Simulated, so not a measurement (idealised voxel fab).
Herein follows the process module entitled voxel double patterning.
cross-section cut | 195 nm wide | cells 5 nm
Each cross-section below is a grid of square cells, stated as bands in top-down order, with one or more rows of cells making up each band. Band: top height; bottom height; in nm. Then, left to right: material with width in nm, for each material. "full width": a single material spanning edge to edge. "empty": empty space. Heights are expressed relative to 0, this being the level below which the as-received wafer comprises one material exclusively. The lowest band is unbounded in the downward direction and is denoted as in "0 down". Width: "30..40" (first number = top row, second number = bottom row, same change from row to row of cells). Where the words "no change occurred" appear for a step, the cross-section shows no cell changed by that step; every cell remained as before. "Voids, fully enclosed" means: voids of 8 cells or more that are shut off from the top with no open way through. Written width x height at distance, distance from the left edge, in nm. On each step's line, the part that comes after the settings is the simulator's own comment on the step. A step's line can hold "overlay nm"; with a mask on that step, the setting says how far right of the planned place the mask lay, while a negative setting says it lay to the left.
Planned process steps:
- 1: RECEIVE | material Si
- 2: CONFORMAL_DEP | material SiN | thk nm 5
- 3: DIRECTIONAL_DEP | material SiO2 | thk nm 15
- 4: DIRECTIONAL_DEP | material SiCN | thk nm 5
- 5: MASKED_ETCH | tone open | mask id FIRST | width nm 15 | pitch nm 50 | etch materials SiCN | depth nm 5 | overlay nm 0
- 6: PATTERN | tone open | mask id SECOND | material resist | width nm 15 | pitch nm 50 | thk nm 15 | overlay nm 0
- 7: DIRECTIONAL_ETCH | etch materials SiCN | depth nm 5
- 8: STRIP | etch materials resist
- 9: DIRECTIONAL_ETCH | etch materials SiO2 | depth nm 15
- 10: STRIP | etch materials SiCN
The first wafer of two, processed as planned:
Wafer at receipt (post step 1), cross-section:
- 0 down  Si full width
- Voids, fully enclosed: none
State of the wafer after step 2, shown in cross-section:
- 5 to 0  SiN full width
- All layers under 0 are left as they were.
State of the wafer after step 3, shown in cross-section:
- 20 to 5  SiO2 full width
- All layers under 5 are left as they were.
State of the wafer after step 4, shown in cross-section:
- 25 to 20  SiCN full width
- All layers under 20 are left as they were.
State of the wafer after step 5, shown in cross-section:
- 25 to 20  SiCN 40 | empty 15 | SiCN 35 | empty 15 | SiCN 35 | empty 15 | SiCN 40
- All layers under 20 are left as they were.
State of the wafer after step 6, shown in cross-section:
- 40 to 25  resist 65 | empty 15 | resist 35 | empty 15 | resist 65
- 25 to 20  SiCN 40 | resist 15 | SiCN 35 | resist 15 | SiCN 35 | resist 15 | SiCN 40
- All layers under 20 are left as they were.
State of the wafer after step 7, shown in cross-section:
- 40 to 25  resist 65 | empty 15 | resist 35 | empty 15 | resist 65
- 25 to 20  SiCN 40 | resist 15 | SiCN 10 | empty 15 | SiCN 10 | resist 15 | SiCN 10 | empty 15 | SiCN 10 | resist 15 | SiCN 40
- All layers under 20 are left as they were.
State of the wafer after step 8, shown in cross-section:
- 25 to 20  SiCN 40 | empty 15 | SiCN 10 | empty 15 | SiCN 10 | empty 15 | SiCN 10 | empty 15 | SiCN 10 | empty 15 | SiCN 40
- All layers under 20 are left as they were.
State of the wafer after step 9, shown in cross-section:
- 25 to 20  SiCN 40 | empty 15 | SiCN 10 | empty 15 | SiCN 10 | empty 15 | SiCN 10 | empty 15 | SiCN 10 | empty 15 | SiCN 40
- 20 to 5  SiO2 40 | empty 15 | SiO2 10 | empty 15 | SiO2 10 | empty 15 | SiO2 10 | empty 15 | SiO2 10 | empty 15 | SiO2 40
- All layers under 5 are left as they were.
State of the wafer after step 10, shown in cross-section:
- 20 to 5  SiO2 40 | empty 15 | SiO2 10 | empty 15 | SiO2 10 | empty 15 | SiO2 10 | empty 15 | SiO2 10 | empty 15 | SiO2 40
- All layers under 5 are left as they were.
The second wafer: identical to the first at the outset and in its planned sequence, differing only in that one mistake was made during processing; up to and including step 2, its path is the first wafer's path:
Second wafer at the planned finish of step 3, seen in cross-section:
- 25 to 5  SiO2 full width
- All layers under 5 are left as they were.
Second wafer at the planned finish of step 4, seen in cross-section:
- 30 to 25  SiCN full width
- All layers under 25 are left as they were.
Second wafer at the planned finish of step 5, seen in cross-section:
- 30 to 25  SiCN 40 | empty 15 | SiCN 35 | empty 15 | SiCN 35 | empty 15 | SiCN 40
- All layers under 25 are left as they were.
Second wafer at the planned finish of step 6, seen in cross-section:
- 45 to 30  resist 65 | empty 15 | resist 35 | empty 15 | resist 65
- 30 to 25  SiCN 40 | resist 15 | SiCN 35 | resist 15 | SiCN 35 | resist 15 | SiCN 40
- All layers under 25 are left as they were.
Second wafer at the planned finish of step 7, seen in cross-section:
- 45 to 30  resist 65 | empty 15 | resist 35 | empty 15 | resist 65
- 30 to 25  SiCN 40 | resist 15 | SiCN 10 | empty 15 | SiCN 10 | resist 15 | SiCN 10 | empty 15 | SiCN 10 | resist 15 | SiCN 40
- All layers under 25 are left as they were.
Second wafer at the planned finish of step 8, seen in cross-section:
- 30 to 25  SiCN 40 | empty 15 | SiCN 10 | empty 15 | SiCN 10 | empty 15 | SiCN 10 | empty 15 | SiCN 10 | empty 15 | SiCN 40
- All layers under 25 are left as they were.
Second wafer at the planned finish of step 9, seen in cross-section:
- 30 to 25  SiCN 40 | empty 15 | SiCN 10 | empty 15 | SiCN 10 | empty 15 | SiCN 10 | empty 15 | SiCN 10 | empty 15 | SiCN 40
- 25 to 10  SiO2 40 | empty 15 | SiO2 10 | empty 15 | SiO2 10 | empty 15 | SiO2 10 | empty 15 | SiO2 10 | empty 15 | SiO2 40
- All layers under 10 are left as they were.
Second wafer at the planned finish of step 10, seen in cross-section:
- 25 to 10  SiO2 40 | empty 15 | SiO2 10 | empty 15 | SiO2 10 | empty 15 | SiO2 10 | empty 15 | SiO2 10 | empty 15 | SiO2 40
- All layers under 10 are left as they were.
Processing error: heads up, step 3 didn't go per plan, it actually ran as DIRECTIONAL_DEP | material SiO2 | thk nm 20
Counted in cells at the end, the second wafer holds more or fewer of these materials than the first: +39 SiO2
